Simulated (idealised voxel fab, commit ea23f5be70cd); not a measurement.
process module | voxel gate over fins
cross-section cut | 270 nm wide | cells 5 nm
A cross-section is a grid of square cells, given in bands from the top down. A band is one or more rows of cells.
Each band's line starts with the height of the band's top and of its bottom, in nm. Then come its materials from left to right, each with its width in nm. One material with "throughout" fills the band from edge to edge. "air" is empty space.
Height 0 is the level under which the wafer as received is all one material. The lowest band goes on downwards, as in "0 down".
A width such as "30 to 40" changes by the same amount from each row of cells to the next, from the band's top row to its bottom row.
"no change" after a step means that no cell of the cross-section changed.
closed voids: empty space of 8 cells or more with no open way to the top, each as width x height at its distance from the left edge, in nm
after a step's settings: what the simulator itself notes on the step
overlay nm, on a step with a mask: how far to the right of its planned place the mask lay; to the left if negative
plan
1 op RECEIVE | material Si
2 op CONFORMAL_DEP | material SiN | thk nm 10
3 op PATTERN | tone cover | mask id FINS | material resist | width nm 15 | pitch nm 40 | thk nm 20 | overlay nm 0
4 op DIRECTIONAL_ETCH | etch materials SiN | depth nm 10
5 op DIRECTIONAL_ETCH | etch materials Si | depth nm 35
6 op STRIP | etch materials resist
7 op FILL_DEP | material SiO2 | thk nm 15
8 op CMP | height nm 10
9 op SELECTIVE_ETCH | etch materials SiO2 | depth nm 20
10 op STRIP | etch materials SiN
11 op CONFORMAL_DEP | material HfO2 | thk nm 5
12 op CONFORMAL_DEP | material TiN | thk nm 5
13 op CONFORMAL_DEP | material TiAl | thk nm 5
14 op CONFORMAL_DEP | material TiN | thk nm 5
15 op FILL_DEP | material W | thk nm 10
16 op CMP | height nm 25
17 op CONFORMAL_DEP | material SiCN | thk nm 10
first wafer, as planned
as received, after step 1
  0 down: Si throughout
  closed voids: none
after step 2
  10 to 0: SiN throughout
  below 0: unchanged
after step 3
  30 to 10: air 85 | resist 15 | air 25 | resist 15 | air 25 | resist 15 | air 90
  below 10: unchanged
after step 4
  30 to 10: air 85 | resist 15 | air 25 | resist 15 | air 25 | resist 15 | air 90
  10 to 0: air 85 | SiN 15 | air 25 | SiN 15 | air 25 | SiN 15 | air 90
  below 0: unchanged
after step 5
  30 to 10: air 85 | resist 15 | air 25 | resist 15 | air 25 | resist 15 | air 90
  10 to 0: air 85 | SiN 15 | air 25 | SiN 15 | air 25 | SiN 15 | air 90
  0 to -35: air 85 | Si 15 | air 25 | Si 15 | air 25 | Si 15 | air 90
  below -35: unchanged
after step 6
  10 to 0: air 85 | SiN 15 | air 25 | SiN 15 | air 25 | SiN 15 | air 90
  below 0: unchanged
after step 7
  25 to 10: SiO2 throughout
  10 to 0: SiO2 85 | SiN 15 | SiO2 25 | SiN 15 | SiO2 25 | SiN 15 | SiO2 90
  0 to -35: SiO2 85 | Si 15 | SiO2 25 | Si 15 | SiO2 25 | Si 15 | SiO2 90
  below -35: unchanged
after step 8
  10 to 0: SiO2 85 | SiN 15 | SiO2 25 | SiN 15 | SiO2 25 | SiN 15 | SiO2 90
  below 0: unchanged
after step 9
  10 to 0: air 85 | SiN 15 | air 25 | SiN 15 | air 25 | SiN 15 | air 90
  0 to -10: air 85 | Si 15 | air 25 | Si 15 | air 25 | Si 15 | air 90
  below -10: unchanged
after step 10
  0 to -10: air 85 | Si 15 | air 25 | Si 15 | air 25 | Si 15 | air 90
  below -10: unchanged
after step 11
  5 to 0: air 80 | HfO2 25 | air 15 | HfO2 25 | air 15 | HfO2 25 | air 85
  0 to -5: air 80 | HfO2 5 | Si 15 | HfO2 5 | air 15 | HfO2 5 | Si 15 | HfO2 5 | air 15 | HfO2 5 | Si 15 | HfO2 5 | air 85
  -5 to -10: HfO2 85 | Si 15 | HfO2 25 | Si 15 | HfO2 25 | Si 15 | HfO2 90
  below -10: unchanged
after step 12
  10 to 5: air 75 | TiN 35 | air 5 | TiN 35 | air 5 | TiN 35 | air 80
  5 to 0: air 75 | TiN 5 | HfO2 25 | TiN 5 | air 5 | TiN 5 | HfO2 25 | TiN 5 | air 5 | TiN 5 | HfO2 25 | TiN 5 | air 80
  0 to -5: TiN 80 | HfO2 5 | Si 15 | HfO2 5 | TiN 15 | HfO2 5 | Si 15 | HfO2 5 | TiN 15 | HfO2 5 | Si 15 | HfO2 5 | TiN 85
  below -5: unchanged
after step 13
  15 to 10: air 70 | TiAl 125 | air 75
  10 to 5: air 70 | TiAl 5 | TiN 35 | TiAl 5 | TiN 35 | TiAl 5 | TiN 35 | TiAl 5 | air 75
  5 to 0: TiAl 75 | TiN 5 | HfO2 25 | TiN 5 | TiAl 5 | TiN 5 | HfO2 25 | TiN 5 | TiAl 5 | TiN 5 | HfO2 25 | TiN 5 | TiAl 80
  below 0: unchanged
after step 14
  20 to 15: air 65 | TiN 135 | air 70
  15 to 10: air 65 | TiN 5 | TiAl 125 | TiN 5 | air 70
  10 to 5: TiN 70 | TiAl 5 | TiN 35 | TiAl 5 | TiN 35 | TiAl 5 | TiN 35 | TiAl 5 | TiN 75
  below 5: unchanged
after step 15
  30 to 20: W throughout
  20 to 15: W 65 | TiN 135 | W 70
  15 to 10: W 65 | TiN 5 | TiAl 125 | TiN 5 | W 70
  below 10: unchanged
after step 16
  25 to 20: W throughout
  below 20: unchanged
after step 17
  35 to 25: SiCN throughout
  below 25: unchanged
second wafer: like start, like plan, one mistake. Through step 11 it matches the first wafer
when step 12 should have ended: no change
when step 13 should have ended
  10 to 5: air 75 | TiAl 35 | air 5 | TiAl 35 | air 5 | TiAl 35 | air 80
  5 to 0: air 75 | TiAl 5 | HfO2 25 | TiAl 5 | air 5 | TiAl 5 | HfO2 25 | TiAl 5 | air 5 | TiAl 5 | HfO2 25 | TiAl 5 | air 80
  0 to -5: TiAl 80 | HfO2 5 | Si 15 | HfO2 5 | TiAl 15 | HfO2 5 | Si 15 | HfO2 5 | TiAl 15 | HfO2 5 | Si 15 | HfO2 5 | TiAl 85
  below -5: unchanged
when step 14 should have ended
  15 to 10: air 70 | TiN 125 | air 75
  10 to 5: air 70 | TiN 5 | TiAl 35 | TiN 5 | TiAl 35 | TiN 5 | TiAl 35 | TiN 5 | air 75
  5 to 0: TiN 75 | TiAl 5 | HfO2 25 | TiAl 5 | TiN 5 | TiAl 5 | HfO2 25 | TiAl 5 | TiN 5 | TiAl 5 | HfO2 25 | TiAl 5 | TiN 80
  below 0: unchanged
when step 15 should have ended
  25 to 15: W throughout
  15 to 10: W 70 | TiN 125 | W 75
  10 to 5: W 70 | TiN 5 | TiAl 35 | TiN 5 | TiAl 35 | TiN 5 | TiAl 35 | TiN 5 | W 75
  below 5: unchanged
when step 16 should have ended: no change
when step 17 should have ended
  35 to 25: SiCN throughout
  below 25: unchanged
what went wrong: step 12 was left out
at the end the second wafer has, in cells: 4 more of TiAl | 62 fewer of TiN | 58 more of W
